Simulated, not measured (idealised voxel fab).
process module | voxel wiring stack
cross-section cut | 260 nm wide | cells 5 nm
A cross-section is a grid of square cells, given in bands from the top down. A band is one or more rows of cells.
Each band's line starts with the height of the band's top and of its bottom, in nm. Then come its materials from left to right, each with its width in nm. One material with "throughout" fills the band from edge to edge. "air" is empty space.
Height 0 is the level under which the wafer as received is all one material. The lowest band goes on downwards, as in "0 down".
A width such as "30 to 40" changes by the same amount from each row of cells to the next, from the band's top row to its bottom row.
"no change" after a step means that no cell of the cross-section changed.
closed voids: empty space of 8 cells or more with no open way to the top, each as width x height at its distance from the left edge, in nm
after a step's settings: what the simulator itself notes on the step
overlay nm, on a step with a mask: how far to the right of its planned place the mask lay; to the left if negative
plan
1 op RECEIVE | material Si
2 op CONFORMAL_DEP | material SiO2 | thk nm 10
3 op CONFORMAL_DEP | material SiN | thk nm 5
4 op DIRECTIONAL_DEP | material lowk | thk nm 20
5 op PATTERN | tone open | mask id METAL_1 | material resist | width nm 20 | pitch nm 40 | thk nm 15 | overlay nm 0
6 op DIRECTIONAL_ETCH | etch materials lowk | depth nm 20
7 op DIRECTIONAL_ETCH | etch materials SiN | depth nm 5
8 op STRIP | etch materials resist
9 op CONFORMAL_DEP | material TiN | thk nm 5
10 op FILL_DEP | material Cu | thk nm 10
11 op CMP | height nm 35
12 op EPI | material Ru | thk nm 5
13 op FILL_DEP | material SiCN | thk nm 5
14 op DIRECTIONAL_DEP | material SiO2 | thk nm 15
15 op MASKED_ETCH | tone open | mask id PLUG_1 | width nm 15 | pitch nm 40 | etch materials SiO2 | depth nm 15 | overlay nm 0
16 op MASKED_ETCH | tone open | mask id PLUG_1 | width nm 15 | pitch nm 40 | etch materials SiCN | depth nm 5 | overlay nm 0
17 op EPI | material Ru | thk nm 10
18 op EPI | material Ru | thk nm 10
19 op CONFORMAL_DEP | material SiN | thk nm 5
20 op DIRECTIONAL_DEP | material SiO2 | thk nm 25
21 op PATTERN | tone open | mask id METAL_2 | material resist | width nm 20 | pitch nm 40 | thk nm 15 | overlay nm 0
22 op DIRECTIONAL_ETCH | etch materials SiO2 | depth nm 25
23 op DIRECTIONAL_ETCH | etch materials SiN | depth nm 5
24 op STRIP | etch materials resist
25 op CONFORMAL_DEP | material TiN | thk nm 5
26 op FILL_DEP | material W | thk nm 5
27 op CMP | height nm 90
28 op EPI | material Ru | thk nm 5
29 op FILL_DEP | material SiCN | thk nm 5
30 op DIRECTIONAL_DEP | material lowk | thk nm 35
31 op MASKED_ETCH | tone open | mask id METAL_3 | width nm 20 | pitch nm 40 | etch materials lowk | depth nm 20 | overlay nm 0
32 op DIRECTIONAL_DEP | material aC | thk nm 15
33 op PATTERN | tone open | mask id METAL_3_HOLES | material resist | width nm 15 | pitch nm 80 | thk nm 35 | overlay nm 0
34 op DIRECTIONAL_ETCH | etch materials aC | depth nm 15
35 op STRIP | etch materials resist
36 op DIRECTIONAL_ETCH | etch materials lowk | depth nm 15
37 op DIRECTIONAL_ETCH | etch materials SiCN | depth nm 5
38 op STRIP | etch materials aC
39 op CONFORMAL_DEP | material TiN | thk nm 5
40 op FILL_DEP | material Ru | thk nm 10
41 op CMP | height nm 135
42 op CONFORMAL_DEP | material SiCN | thk nm 5
as received, after step 1
  0 down: Si throughout
  closed voids: none
a wafer at the end: this start, this plan, one mistake
  140 to 135: SiCN throughout
  135 to 120: lowk 60 | TiN 5 | Ru 10 | TiN 5 | lowk 20 | TiN 5 | Ru 10 | TiN 5 | lowk 20 | TiN 5 | Ru 10 | TiN 5 | lowk 20 | TiN 5 | Ru 10 | TiN 5 | lowk 60
  120 to 115: lowk 60 | TiN 5 | Ru 5 | TiN 10 | lowk 20 | TiN 20 | lowk 20 | TiN 5 | Ru 5 | TiN 10 | lowk 20 | TiN 20 | lowk 60
  115 to 100: lowk 60 | TiN 5 | Ru 5 | TiN 5 | lowk 65 | TiN 5 | Ru 5 | TiN 5 | lowk 105
  100 to 95: SiCN 60 | TiN 15 | SiCN 65 | TiN 15 | SiCN 105
  95 to 90: SiCN 55 | Ru 30 | SiCN 10 | Ru 30 | SiCN 10 | Ru 30 | SiCN 10 | Ru 30 | SiCN 55
  90 to 65: SiO2 60 | TiN 5 | W 10 | TiN 5 | SiO2 20 | TiN 5 | W 10 | TiN 5 | SiO2 20 | TiN 5 | W 10 | TiN 5 | SiO2 20 | TiN 5 | W 10 | TiN 5 | SiO2 60
  65 to 60: SiN 60 | TiN 20 | SiN 20 | TiN 20 | SiN 20 | TiN 20 | SiN 20 | TiN 20 | SiN 60
  60 to 45: SiO2 60 | Ru 15 | SiO2 25 | Ru 15 | SiO2 25 | Ru 15 | SiO2 25 | Ru 15 | SiO2 65
  45 to 35: SiCN 60 to 55 | Ru 15 to 30 | SiCN 25 to 10 | Ru 15 to 30 | SiCN 25 to 10 | Ru 15 to 30 | SiCN 25 to 10 | Ru 15 to 30 | SiCN 65 to 55
  35 to 20: lowk 60 | TiN 5 | Cu 10 | TiN 5 | lowk 20 | TiN 5 | Cu 10 | TiN 5 | lowk 20 | TiN 5 | Cu 10 | TiN 5 | lowk 20 | TiN 5 | Cu 10 | TiN 5 | lowk 60
  20 to 15: SiN 60 | TiN 20 | SiN 20 | TiN 20 | SiN 20 | TiN 20 | SiN 20 | TiN 20 | SiN 60
  15 to 0: SiO2 throughout
  0 down: Si throughout
  closed voids: none
what went wrong: step 2 ran as: op CONFORMAL_DEP | material SiO2 | thk nm 15
